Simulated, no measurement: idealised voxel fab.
This is a process module. Its name is voxel transistor to metal.
Section shown: cut. Width: 160 nm. Cell size: 5 nm, square.
How to read a cross-section here: the picture is a grid of square cells, written as bands going from the top down, and any band can span one or more rows of cells. Read a band's entry like this: the first values are the height of its top and the height of its bottom in nm, and what follows is the sequence of materials from left to right, each with its width in nm. Note that "air" is empty space, and that a single material marked "edge to edge" reaches across the band from edge to edge. Heights are reckoned from 0. Under this level, the received wafer is all of one material. The bottommost band is open-ended downward, for example "0 -> down". The two numbers in a width such as "30 to 40" mark its ends across the band: the first belongs to the top row of cells, the second to the bottom row, and from each row to the next the width moves by the same amount. "remains unaltered" for a step: no cell of the cross-section changed in that step. In "Listed closed voids" the enclosed voids are listed, meaning empty spaces of 8 cells or larger without any opening to the top. The form is width x height at distance, distance from the left edge, units nm. Step line, after settings: the simulator's comment on this step. overlay nm: right-of-plan distance of the mask on a masked step; negative values mean left-of-plan.
## Process steps foreseen in the plan
1. RECEIVE | material Si
2. CONFORMAL_DEP | material SiO2 | thk nm 5
3. CONFORMAL_DEP | material SiN | thk nm 10
4. PATTERN | tone cover | mask id ACTIVE | material resist | width nm 125 | thk nm 20 | overlay nm 0
5. DIRECTIONAL_ETCH | etch materials SiN | depth nm 10
6. DIRECTIONAL_ETCH | etch materials SiO2 | depth nm 5
7. DIRECTIONAL_ETCH | etch materials Si | depth nm 35
8. STRIP | etch materials resist
9. FILL_DEP | material SiO2 | thk nm 15
10. CMP | height nm 15
11. SELECTIVE_ETCH | etch materials SiO2 | depth nm 5
12. STRIP | etch materials SiN
13. SELECTIVE_ETCH | etch materials SiO2 | depth nm 5
14. OXIDIZE | depth nm 5
15. DIRECTIONAL_DEP | material polySi | thk nm 20
16. DIRECTIONAL_DEP | material SiCN | thk nm 10
17. PATTERN | tone cover | mask id GATE | material resist | width nm 35 | thk nm 15 | overlay nm 0
18. DIRECTIONAL_ETCH | etch materials SiCN | depth nm 20
19. DIRECTIONAL_ETCH | etch materials polySi | depth nm 30
20. STRIP | etch materials resist
21. CONFORMAL_DEP | material SiO2 | thk nm 5
22. DIRECTIONAL_ETCH | etch materials SiO2 | depth nm 5
23. CONFORMAL_DEP | material SiN | thk nm 5
24. DIRECTIONAL_ETCH | etch materials SiN | depth nm 5
25. DIRECTIONAL_ETCH | etch materials SiO2 | depth nm 5
26. DIRECTIONAL_ETCH | etch materials Si | depth nm 5
27. EPI | material SiGe | thk nm 5
28. FILL_DEP | material SiO2 | thk nm 5
29. CMP | height nm 20
30. STRIP | etch materials polySi
31. SELECTIVE_ETCH | etch materials SiO2 | depth nm 5
32. CONFORMAL_DEP | material HfO2 | thk nm 5
33. CONFORMAL_DEP | material TiN | thk nm 5
34. FILL_DEP | material W | thk nm 5
35. CMP | height nm 15
36. DIRECTIONAL_DEP | material SiO2 | thk nm 15
37. MASKED_ETCH | tone open | mask id CONTACT | width nm 20 | pitch nm 85 | etch materials SiO2 | depth nm 35 | overlay nm 0
38. CONFORMAL_DEP | material TiN | thk nm 5
39. FILL_DEP | material Ru | thk nm 5
40. CMP | height nm 30
41. CONFORMAL_DEP | material SiN | thk nm 5
42. DIRECTIONAL_DEP | material lowk | thk nm 20
43. PATTERN | tone open | mask id METAL_1 | material resist | width nm 20 | pitch nm 85 | thk nm 20 | overlay nm 0
44. DIRECTIONAL_ETCH | etch materials lowk | depth nm 20
45. DIRECTIONAL_ETCH | etch materials SiN | depth nm 5
46. STRIP | etch materials resist
47. CONFORMAL_DEP | material TiN | thk nm 5
48. FILL_DEP | material Ru | thk nm 5
49. CMP | height nm 55
50. CONFORMAL_DEP | material SiCN | thk nm 5
51. DIRECTIONAL_DEP | material SiO2 | thk nm 30
52. PATTERN | tone open | mask id METAL_2_HOLES | material resist | width nm 15 | pitch nm 85 | thk nm 20 | overlay nm 0
53. DIRECTIONAL_ETCH | etch materials SiO2 | depth nm 30
54. STRIP | etch materials resist
55. PATTERN | tone open | mask id METAL_2 | material resist | width nm 20 | pitch nm 85 | thk nm 15 | overlay nm 0
56. DIRECTIONAL_ETCH | etch materials SiO2 | depth nm 15
57. DIRECTIONAL_ETCH | etch materials SiCN | depth nm 5
58. STRIP | etch materials resist
59. CONFORMAL_DEP | material TiN | thk nm 5
60. FILL_DEP | material Cu | thk nm 10
61. CMP | height nm 90
62. CONFORMAL_DEP | material SiN | thk nm 5
## Wafer as received: cross-section following step 1
    0 -> down = Si edge to edge
    Listed closed voids: none
## End-of-module cross-section. Starting structure and process plan as above; one mistake made in running it
    95 -> 90 = SiN edge to edge
    90 -> 80 = SiO2 25 nm, then TiN 5 nm, then Cu 10 nm, then TiN 5 nm, then SiO2 65 nm, then TiN 5 nm, then Cu 10 nm, then TiN 5 nm, then SiO2 30 nm
    80 -> 75 = SiO2 25 nm, then TiN 5 nm, then Cu 5 nm, then TiN 10 nm, then SiO2 65 nm, then TiN 5 nm, then Cu 5 nm, then TiN 10 nm, then SiO2 30 nm
    75 -> 60 = SiO2 25 nm, then TiN 5 nm, then Cu 5 nm, then TiN 5 nm, then SiO2 70 nm, then TiN 5 nm, then Cu 5 nm, then TiN 5 nm, then SiO2 35 nm
    60 -> 55 = SiCN 25 nm, then TiN 15 nm, then SiCN 70 nm, then TiN 15 nm, then SiCN 35 nm
    55 -> 35 = lowk 25 nm, then TiN 5 nm, then polySi 10 nm, then TiN 5 nm, then lowk 65 nm, then TiN 5 nm, then polySi 10 nm, then TiN 5 nm, then lowk 30 nm
    35 -> 30 = SiN 25 nm, then TiN 20 nm, then SiN 65 nm, then TiN 20 nm, then SiN 30 nm
    30 -> 15 = SiO2 25 nm, then TiN 5 nm, then Ru 10 nm, then TiN 5 nm, then SiO2 65 nm, then TiN 5 nm, then Ru 10 nm, then TiN 5 nm, then SiO2 30 nm
    15 -> 5 = SiO2 25 nm, then TiN 5 nm, then Ru 10 nm, then TiN 5 nm, then SiO2 5 nm, then SiN 5 nm, then HfO2 5 nm, then TiN 5 nm, then W 25 nm, then TiN 5 nm, then HfO2 5 nm, then SiN 5 nm, then SiO2 5 nm, then TiN 5 nm, then Ru 10 nm, then TiN 5 nm, then SiO2 30 nm
    5 -> 0 = SiO2 15 nm, then SiN 5 nm, then SiO2 5 nm, then TiN 5 nm, then Ru 10 nm, then TiN 5 nm, then SiO2 5 nm, then SiN 5 nm, then HfO2 5 nm, then TiN 35 nm, then HfO2 5 nm, then SiN 5 nm, then SiO2 5 nm, then TiN 5 nm, then Ru 10 nm, then TiN 5 nm, then SiO2 5 nm, then SiN 5 nm, then SiO2 20 nm
    0 -> -5 = SiO2 20 nm, then SiGe 5 nm, then TiN 20 nm, then SiGe 5 nm, then SiO2 5 nm, then HfO2 45 nm, then SiO2 5 nm, then SiGe 5 nm, then TiN 20 nm, then SiGe 5 nm, then SiO2 25 nm
    -5 -> -10 = SiO2 15 nm, then Si 5 nm, then SiGe 30 nm, then Si 55 nm, then SiGe 30 nm, then Si 5 nm, then SiO2 20 nm
    -10 -> -35 = SiO2 15 nm, then Si 125 nm, then SiO2 20 nm
    -35 -> down = Si edge to edge
    Listed closed voids: none
Heads up, the wafer didn't run the way we planned it: heads up, step 48 didn't go per plan, it actually ran as FILL_DEP | material polySi | thk nm 5
